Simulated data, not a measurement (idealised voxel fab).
The process module presented herein is designated voxel gate over fins.
215 nm wide, 5 nm square cells: that's cross-section cut.
Square cells in a grid make up a cross-section in this document, and the grid is given as bands, listed from the top down, each one or more rows of cells. A band entry consists of two parts. The first gives the height of the band's top and the height of its bottom, in nm. The rest lists the band's materials from left to right, each with its width in nm. A single material labelled with the word "edge to edge" fills the band from edge to edge, and the word "blank" marks empty space. Beneath 0, the wafer as received is one material, and that level is where height counting begins. The lowest band goes on downward without a bottom; it is written like "0..down". Per-row width for "30..40": begins at first number (top row of band), ends at second number (bottom row), increment between rows held constant. "everything unchanged" (step): cross-section cells unchanged, all of them. Empty spaces counting at least 8 cells and having no open way to the top are listed in "Non-vented voids". The notation width x height at distance is used for each, the distance being from the left edge and all three values in nm. Whatever follows a step's settings on its line is a remark the simulator itself makes about that step. The line of a step may include "overlay nm". On a step with a mask, this value is how far to the right of its planned place the mask lay. A negative value means the mask lay to the left.

# Process steps foreseen in the plan
1: RECEIVE (material Si)
2: CONFORMAL_DEP (material SiN; thk nm 10)
3: DIRECTIONAL_DEP (material aC; thk nm 15)
4: PATTERN (tone cover; mask id FINS; material resist; width nm 15; pitch nm 40; thk nm 30; overlay nm 0)
5: DIRECTIONAL_ETCH (etch materials aC; depth nm 15)
6: STRIP (etch materials resist)
7: DIRECTIONAL_ETCH (etch materials SiN; depth nm 10)
8: DIRECTIONAL_ETCH (etch materials Si; depth nm 40)
9: STRIP (etch materials aC)
10: FILL_DEP (material SiO2; thk nm 5)
11: CMP (height nm 10)
12: SELECTIVE_ETCH (etch materials SiO2; depth nm 25)
13: STRIP (etch materials SiN)
14: CONFORMAL_DEP (material HfO2; thk nm 5)
15: CONFORMAL_DEP (material TiN; thk nm 5)
16: CONFORMAL_DEP (material TiAl; thk nm 5)
17: CONFORMAL_DEP (material TiN; thk nm 5)
18: FILL_DEP (material W; thk nm 15)
19: CMP (height nm 30)
20: CONFORMAL_DEP (material SiCN; thk nm 10)

# Wafer at receipt (post step 1), cross-section
* 0..down  Si edge to edge
* Non-vented voids: none

# Module complete, cross-section. Starting point and plan per above. One mistake made in running the module
* 40..30  SiCN edge to edge
* 30..20  W edge to edge
* 20..15  W 30 nm; TiN 135 nm; W 50 nm
* 15..10  W 30 nm; TiN 5 nm; TiAl 125 nm; TiN 5 nm; W 50 nm
* 10..5  W 30 nm; TiN 5 nm; TiAl 5 nm; TiN 35 nm; TiAl 5 nm; TiN 35 nm; TiAl 5 nm; TiN 35 nm; TiAl 5 nm; TiN 5 nm; W 50 nm
* 5..0  TiN 35 nm; TiAl 5 nm; TiN 5 nm; HfO2 25 nm; TiN 5 nm; TiAl 5 nm; TiN 5 nm; HfO2 25 nm; TiN 5 nm; TiAl 5 nm; TiN 5 nm; HfO2 25 nm; TiN 5 nm; TiAl 5 nm; TiN 55 nm
* 0..-5  TiAl 40 nm; TiN 5 nm; HfO2 5 nm; Si 15 nm; HfO2 5 nm; TiN 5 nm; TiAl 5 nm; TiN 5 nm; HfO2 5 nm; Si 15 nm; HfO2 5 nm; TiN 5 nm; TiAl 5 nm; TiN 5 nm; HfO2 5 nm; Si 15 nm; HfO2 5 nm; TiN 5 nm; TiAl 60 nm
* -5..-10  TiN 45 nm; HfO2 5 nm; Si 15 nm; HfO2 5 nm; TiN 15 nm; HfO2 5 nm; Si 15 nm; HfO2 5 nm; TiN 15 nm; HfO2 5 nm; Si 15 nm; HfO2 5 nm; TiN 65 nm
* -10..-15  HfO2 50 nm; Si 15 nm; HfO2 25 nm; Si 15 nm; HfO2 25 nm; Si 15 nm; HfO2 70 nm
* -15..-40  SiO2 50 nm; Si 15 nm; SiO2 25 nm; Si 15 nm; SiO2 25 nm; Si 15 nm; SiO2 70 nm
* -40..down  Si edge to edge
* Non-vented voids: none
Error vs. plan: step 4 was processed under conditions differing from the plan, specifically as PATTERN (tone cover; mask id FINS; material resist; width nm 15; pitch nm 40; thk nm 30; overlay nm -10)
